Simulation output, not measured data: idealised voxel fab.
Name of the process module below: voxel spacer lines
FYI the section here is cut, 265 nm wide, cells are 5 nm squares.
Throughout this document, each cross-section is represented as a grid of square cells and is presented as a sequence of bands enumerated from the top downward, where a band comprises one or more rows of cells.
This entry defines a band. It first specifies the height of the band's top and the height of its bottom in nm, and then specifies the band's materials from left to right, stating each material with its width in nm. The word "all across" identifies a single material that fills the band from edge to edge, while the word "air" identifies empty space.
Heights are expressed relative to 0, this being the level below which the as-received wafer comprises one material exclusively. The lowest band is unbounded in the downward direction and is denoted as in "0..down".
A two-number width, for instance "30->40", indicates that the width is equal to the first number in the top row of the band and to the second number in the bottom row, and that it changes by a constant amount per row of cells.
"remained the same" (step): cross-section cells unchanged, all of them.
"Sealed internal voids" lists enclosed empty spaces (at least 8 cells, no open path upward to the top), each as width x height at distance from the left edge, in nm.
Read whatever lies past the settings on a step's line as the simulator's own remark about the step.
The "overlay nm" setting may appear on a step's line; for a step that uses a mask, it gives how far to the right of its planned position the mask lay, and a negative value indicates the left.
**plan**
- 1: RECEIVE with material Si
- 2: CONFORMAL_DEP with material Al2O3, thk nm 5
- 3: DIRECTIONAL_DEP with material W, thk nm 20
- 4: DIRECTIONAL_DEP with material polySi, thk nm 25
- 5: PATTERN with tone cover, mask id MANDREL, material resist, width nm 25, pitch nm 80, thk nm 30, overlay nm 0
- 6: DIRECTIONAL_ETCH with etch materials polySi, depth nm 25
- 7: STRIP with etch materials resist
- 8: CONFORMAL_DEP with material SiN, thk nm 15
- 9: DIRECTIONAL_ETCH with etch materials SiN, depth nm 15
- 10: STRIP with etch materials polySi
- 11: DIRECTIONAL_ETCH with etch materials W, depth nm 20
- 12: STRIP with etch materials SiN
- 13: FILL_DEP with material SiO2, thk nm 5
- 14: CMP with height nm 25
**This is the cross-section of the wafer as we received it, i.e. after step 1**
- 0..down  Si all across
- Sealed internal voids: none
**This is how the wafer looks in cross-section once the module is done, given the starting state and plan above and one mistake in carrying the plan out**
- 25..20  SiO2 all across
- 20..0  SiO2: 25 / W: 15 / SiO2: 25 / W: 15 / SiO2: 25 / W: 15 / SiO2: 25 / W: 15 / SiO2: 25 / W: 15 / SiO2: 25 / W: 15 / SiO2: 25
- 0..down  Si all across
- Sealed internal voids: none
In executing the process, a mistake was made relative to the plan: the plan's step 2 was left out and never carried out
